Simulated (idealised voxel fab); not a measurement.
process module | voxel trench capacitor
cross-section cut | 270 nm wide | cells 5 nm
A cross-section is a grid of square cells, given in bands from the top down. A band is one or more rows of cells.
Each band's line starts with the height of the band's top and of its bottom, in nm. Then come its materials from left to right, each with its width in nm. One material with "throughout" fills the band from edge to edge. "air" is empty space.
Height 0 is the level under which the wafer as received is all one material. The lowest band goes on downwards, as in "0 down".
A width such as "30 to 40" changes by the same amount from each row of cells to the next, from the band's top row to its bottom row.
"no change" after a step means that no cell of the cross-section changed.
closed voids: empty space of 8 cells or more with no open way to the top, each as width x height at its distance from the left edge, in nm
after a step's settings: what the simulator itself notes on the step
overlay nm, on a step with a mask: how far to the right of its planned place the mask lay; to the left if negative
plan
1 op RECEIVE | material Si
2 op CONFORMAL_DEP | material SiN | thk nm 10
3 op MASKED_ETCH | tone open | mask id TRENCH | width nm 30 | pitch nm 60 | etch materials SiN | depth nm 10 | overlay nm 0
4 op MASKED_ETCH | tone open | mask id TRENCH | width nm 30 | pitch nm 60 | etch materials Si | depth nm 40 | overlay nm 0
5 op CONFORMAL_DEP | material Al2O3 | thk nm 5
6 op CONFORMAL_DEP | material TiN | thk nm 5
7 op FILL_DEP | material W | thk nm 5
8 op CMP | height nm 10
as received, after step 1
  0 down: Si throughout
  closed voids: none
first wafer at the end, as planned
  10 to 0: SiN 60 | Al2O3 5 | TiN 5 | W 10 | TiN 5 | Al2O3 5 | SiN 30 | Al2O3 5 | TiN 5 | W 10 | TiN 5 | Al2O3 5 | SiN 30 | Al2O3 5 | TiN 5 | W 10 | TiN 5 | Al2O3 5 | SiN 60
  0 to -30: Si 60 | Al2O3 5 | TiN 5 | W 10 | TiN 5 | Al2O3 5 | Si 30 | Al2O3 5 | TiN 5 | W 10 | TiN 5 | Al2O3 5 | Si 30 | Al2O3 5 | TiN 5 | W 10 | TiN 5 | Al2O3 5 | Si 60
  -30 to -35: Si 60 | Al2O3 5 | TiN 20 | Al2O3 5 | Si 30 | Al2O3 5 | TiN 20 | Al2O3 5 | Si 30 | Al2O3 5 | TiN 20 | Al2O3 5 | Si 60
  -35 to -40: Si 60 | Al2O3 30 | Si 30 | Al2O3 30 | Si 30 | Al2O3 30 | Si 60
  -40 down: Si throughout
  closed voids: none
second wafer at the end: like start, like plan, one mistake
  10 to 0: SiN 60 | TiN 10 | W 10 | TiN 10 | SiN 30 | TiN 10 | W 10 | TiN 10 | SiN 30 | TiN 10 | W 10 | TiN 10 | SiN 60
  0 to -30: Si 60 | TiN 10 | W 10 | TiN 10 | Si 30 | TiN 10 | W 10 | TiN 10 | Si 30 | TiN 10 | W 10 | TiN 10 | Si 60
  -30 to -40: Si 60 | TiN 30 | Si 30 | TiN 30 | Si 30 | TiN 30 | Si 60
  -40 down: Si throughout
  closed voids: none
what went wrong: step 5 ran as: op CONFORMAL_DEP | material TiN | thk nm 5
at the end the second wafer has, in cells: 72 fewer of Al2O3 | 72 more of TiN
